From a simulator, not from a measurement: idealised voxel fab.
Title: Process Module voxel quadruple lines
This is section cut - it's 215 nm across, gridded in 5 nm square cells.
In this document a cross-section is written as a grid of square cells. It is given as a series of bands, listed from the top down, and a band is one or more rows of cells. Band entry format. Leading values: height of top, height of bottom, nm. Remainder: materials in left-to-right order, each with its width in nm. Special words: "all across" on a single material, which then fills the band edge to edge; "air", empty space. Height 0 is the level under which the wafer as received is all one material. The lowest band goes on downwards, as in "z 0 and below". Think of "30..40" as a width that walks from the first number to the second as you go down the band, top row to bottom row, taking equal-sized steps from row to row. You'll sometimes find "no modification" written for a step, and that's the way of saying that nowhere in the cross-section did a cell change during that step. Voids not open to the top, 8 cells minimum: see "Closed cavity list". Written width x height at distance; distance is from the left edge; nm. It should be noted that, on the line of a given step, the content following the step's settings is a remark produced by the simulator itself with respect to that step. You can add "overlay nm" to a step's line. For a step with a mask, it describes how far the mask lay to the right of its planned position, and a negative number describes a lay to the left.
The following list gives the planned process steps
1 RECEIVE,material Si
2 CONFORMAL_DEP,material SiO2,thk nm 10
3 DIRECTIONAL_DEP,material Ru,thk nm 15
4 DIRECTIONAL_DEP,material polySi,thk nm 15
5 DIRECTIONAL_DEP,material aC,thk nm 25
6 PATTERN,tone cover,mask id MANDREL,material resist,width nm 20,pitch nm 60,thk nm 35,overlay nm 0
7 DIRECTIONAL_ETCH,etch materials aC,depth nm 25
8 STRIP,etch materials resist
9 CONFORMAL_DEP,material SiO2,thk nm 10
10 DIRECTIONAL_ETCH,etch materials SiO2,depth nm 10
11 STRIP,etch materials aC
12 DIRECTIONAL_ETCH,etch materials polySi,depth nm 15
13 STRIP,etch materials SiO2
14 CONFORMAL_DEP,material SiCN,thk nm 5
15 DIRECTIONAL_ETCH,etch materials SiCN,depth nm 5
16 STRIP,etch materials polySi
17 DIRECTIONAL_ETCH,etch materials Ru,depth nm 15
18 STRIP,etch materials SiCN
19 FILL_DEP,material lowk,thk nm 10
20 CMP,height nm 25
Cross-section of the wafer as it came to us, i.e., already through step 1
  z 0 and below: Si all across
  Closed cavity list: none
Same starting wafer, same plan as above, one mistake in the execution; this is the cross-section at the end of the module
  z 25 to 10: 60 of lowk; 5 of Ru; 20 of lowk; 5 of Ru; 30 of lowk; 5 of Ru; 20 of lowk; 5 of Ru; 65 of lowk
  z 10 to 0: SiO2 all across
  z 0 and below: Si all across
  Closed cavity list: none
Processing error: step 6 deviated from plan and actually ran as PATTERN,tone open,mask id MANDREL,material resist,width nm 20,pitch nm 60,thk nm 35,overlay nm 0
